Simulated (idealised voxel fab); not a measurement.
A process module follows: voxel wiring stack.
This is section cut - it's 280 nm across, gridded in 5 nm square cells.
A cross-section is a grid of square cells, given in bands from the top down. A band is one or more rows of cells.
Within each band entry, the heights of the top and of the bottom of the band appear first, in that order and in nm; the materials of the band then follow from left to right, each with its corresponding width in nm. The designation "everywhere" on a single material indicates that it fills the band from edge to edge; the designation "blank" indicates empty space.
Measure heights from 0. That's the level where, below it, the as-received wafer is all one material. The lowest band is bottomless and extends downward; write it as in "0..down".
Width "30 to 40": first value at the band's top row of cells, second value at its bottom row, equal change from row to row.
"no modifications", as given for a step, is the statement that not any cell of the cross-section underwent a change during that step.
"Closed cavities" - sealed voids, min. 8 cells, no opening to top; format: width x height at distance (distance from left edge; nm throughout).
Step line, after settings: the simulator's comment on this step.
The optional step-line setting "overlay nm" applies to steps with a mask and quantifies how far to the right of its planned location the mask lay, a negative value indicating leftward placement.

The following list gives the planned process steps:
| 1 | op RECEIVE | material Si |
| 2 | op CONFORMAL_DEP | material SiO2 | thk nm 15 |
| 3 | op DIRECTIONAL_DEP | material TiN | thk nm 5 |
| 4 | op DIRECTIONAL_DEP | material Ru | thk nm 25 |
| 5 | op MASKED_ETCH | tone cover | mask id METAL_1 | width nm 20 | pitch nm 50 | etch materials Ru | depth nm 25 | overlay nm 0 |
| 6 | op MASKED_ETCH | tone cover | mask id METAL_1 | width nm 20 | pitch nm 50 | etch materials TiN | depth nm 5 | overlay nm 0 |
| 7 | op CONFORMAL_DEP | material SiCN | thk nm 5 |
| 8 | op FILL_DEP | material SiO2 | thk nm 5 |
| 9 | op CMP | height nm 45 |
| 10 | op CONFORMAL_DEP | material SiCN | thk nm 5 |
| 11 | op DIRECTIONAL_DEP | material lowk | thk nm 20 |
| 12 | op PATTERN | tone open | mask id PLUG_1 | material resist | width nm 15 | pitch nm 100 | thk nm 15 | overlay nm 0 |
| 13 | op DIRECTIONAL_ETCH | etch materials lowk | depth nm 20 |
| 14 | op DIRECTIONAL_ETCH | etch materials SiCN | depth nm 5 |
| 15 | op STRIP | etch materials resist |
| 16 | op CONFORMAL_DEP | material TiN | thk nm 5 |
| 17 | op FILL_DEP | material W | thk nm 5 |
| 18 | op CMP | height nm 70 |
| 19 | op DIRECTIONAL_DEP | material TiN | thk nm 5 |
| 20 | op DIRECTIONAL_DEP | material Ru | thk nm 20 |
| 21 | op DIRECTIONAL_DEP | material aC | thk nm 10 |
| 22 | op PATTERN | tone cover | mask id METAL_2 | material resist | width nm 20 | pitch nm 50 | thk nm 30 | overlay nm 0 |
| 23 | op DIRECTIONAL_ETCH | etch materials aC | depth nm 10 |
| 24 | op STRIP | etch materials resist |
| 25 | op DIRECTIONAL_ETCH | etch materials Ru | depth nm 20 |
| 26 | op DIRECTIONAL_ETCH | etch materials TiN | depth nm 5 |
| 27 | op STRIP | etch materials aC |
| 28 | op CONFORMAL_DEP | material SiN | thk nm 5 |
| 29 | op FILL_DEP | material lowk | thk nm 5 |
| 30 | op CMP | height nm 95 |
| 31 | op CONFORMAL_DEP | material SiCN | thk nm 5 |
| 32 | op DIRECTIONAL_DEP | material lowk | thk nm 25 |
| 33 | op MASKED_ETCH | tone open | mask id METAL_3_HOLES | width nm 15 | pitch nm 100 | etch materials lowk | depth nm 25 | overlay nm 0 |
| 34 | op PATTERN | tone open | mask id METAL_3 | material resist | width nm 20 | pitch nm 50 | thk nm 20 | overlay nm 0 |
| 35 | op DIRECTIONAL_ETCH | etch materials lowk | depth nm 15 |
| 36 | op DIRECTIONAL_ETCH | etch materials SiCN | depth nm 5 |
| 37 | op STRIP | etch materials resist |
| 38 | op CONFORMAL_DEP | material TiN | thk nm 5 |
| 39 | op FILL_DEP | material Cu | thk nm 5 |
| 40 | op CMP | height nm 125 |
| 41 | op CONFORMAL_DEP | material SiN | thk nm 5 |

The cross-section here shows the wafer as received, i.e. in its state after step 1:
- 0..down | Si everywhere
- Closed cavities: none

End-of-module XS, first of two wafers, run as planned:
- 130..125 | SiN everywhere
- 125..115 | lowk: 80; TiN: 5; Cu: 10; TiN: 5; lowk: 30; TiN: 5; Cu: 10; TiN: 5; lowk: 30; TiN: 5; Cu: 10; TiN: 5; lowk: 80
- 115..110 | lowk: 80; TiN: 5; Cu: 5; TiN: 10; lowk: 30; TiN: 20; lowk: 30; TiN: 5; Cu: 5; TiN: 10; lowk: 80
- 110..100 | lowk: 80; TiN: 5; Cu: 5; TiN: 5; lowk: 85; TiN: 5; Cu: 5; TiN: 5; lowk: 85
- 100..95 | SiCN: 80; TiN: 15; SiCN: 85; TiN: 15; SiCN: 85
- 95..75 | lowk: 75; SiN: 5; Ru: 20; SiN: 5; lowk: 20; SiN: 5; Ru: 20; SiN: 5; lowk: 20; SiN: 5; Ru: 20; SiN: 5; lowk: 75
- 75..70 | SiN: 80; TiN: 20; SiN: 30; TiN: 20; SiN: 30; TiN: 20; SiN: 80
- 70..50 | lowk: 80; TiN: 5; W: 5; TiN: 5; lowk: 85; TiN: 5; W: 5; TiN: 5; lowk: 85
- 50..45 | SiCN: 80; TiN: 15; SiCN: 85; TiN: 15; SiCN: 85
- 45..20 | SiO2: 75; SiCN: 5; Ru: 20; SiCN: 5; SiO2: 20; SiCN: 5; Ru: 20; SiCN: 5; SiO2: 20; SiCN: 5; Ru: 20; SiCN: 5; SiO2: 75
- 20..15 | SiCN: 80; TiN: 20; SiCN: 30; TiN: 20; SiCN: 30; TiN: 20; SiCN: 80
- 15..0 | SiO2 everywhere
- 0..down | Si everywhere
- Closed cavities: none

Wafer two, end of module, cross-section. Same start, same plan as wafer one. One mistake in the run:
- 130..125 | SiN everywhere
- 125..115 | lowk: 80; TiN: 5; Cu: 10; TiN: 5; lowk: 30; TiN: 5; Cu: 10; TiN: 5; lowk: 30; TiN: 5; Cu: 10; TiN: 5; lowk: 80
- 115..110 | lowk: 80; TiN: 5; Cu: 5; TiN: 10; lowk: 30; TiN: 20; lowk: 30; TiN: 5; Cu: 5; TiN: 10; lowk: 80
- 110..100 | lowk: 80; TiN: 5; Cu: 5; TiN: 5; lowk: 85; TiN: 5; Cu: 5; TiN: 5; lowk: 85
- 100..95 | SiCN: 80; TiN: 15; SiCN: 85; TiN: 15; SiCN: 85
- 95..75 | lowk: 75; SiN: 5; Ru: 20; SiN: 5; lowk: 20; SiN: 5; Ru: 20; SiN: 5; lowk: 20; SiN: 5; Ru: 20; SiN: 5; lowk: 75
- 75..70 | SiN: 80; TiN: 20; SiN: 30; TiN: 20; SiN: 30; TiN: 20; SiN: 80
- 70..50 | lowk: 80; TiN: 5; W: 5; TiN: 5; lowk: 85; TiN: 5; W: 5; TiN: 5; lowk: 85
- 50..45 | SiCN: 80; TiN: 15; SiCN: 85; TiN: 15; SiCN: 85
- 45..40 | SiO2: 75; SiCN: 30; SiO2: 20; SiCN: 30; SiO2: 20; SiCN: 30; SiO2: 75
- 40..20 | SiO2: 75; SiCN: 5; Ru: 20; SiCN: 5; SiO2: 20; SiCN: 5; Ru: 20; SiCN: 5; SiO2: 20; SiCN: 5; Ru: 20; SiCN: 5; SiO2: 75
- 20..15 | SiCN: 80; Ru: 20; SiCN: 30; Ru: 20; SiCN: 30; Ru: 20; SiCN: 80
- 15..0 | SiO2 everywhere
- 0..down | Si everywhere
- Closed cavities: none
So what did we get wrong on this run? not run: step 3 of the plan (skipped)
at the end the second wafer has, in cells: SiCN +12, TiN -12
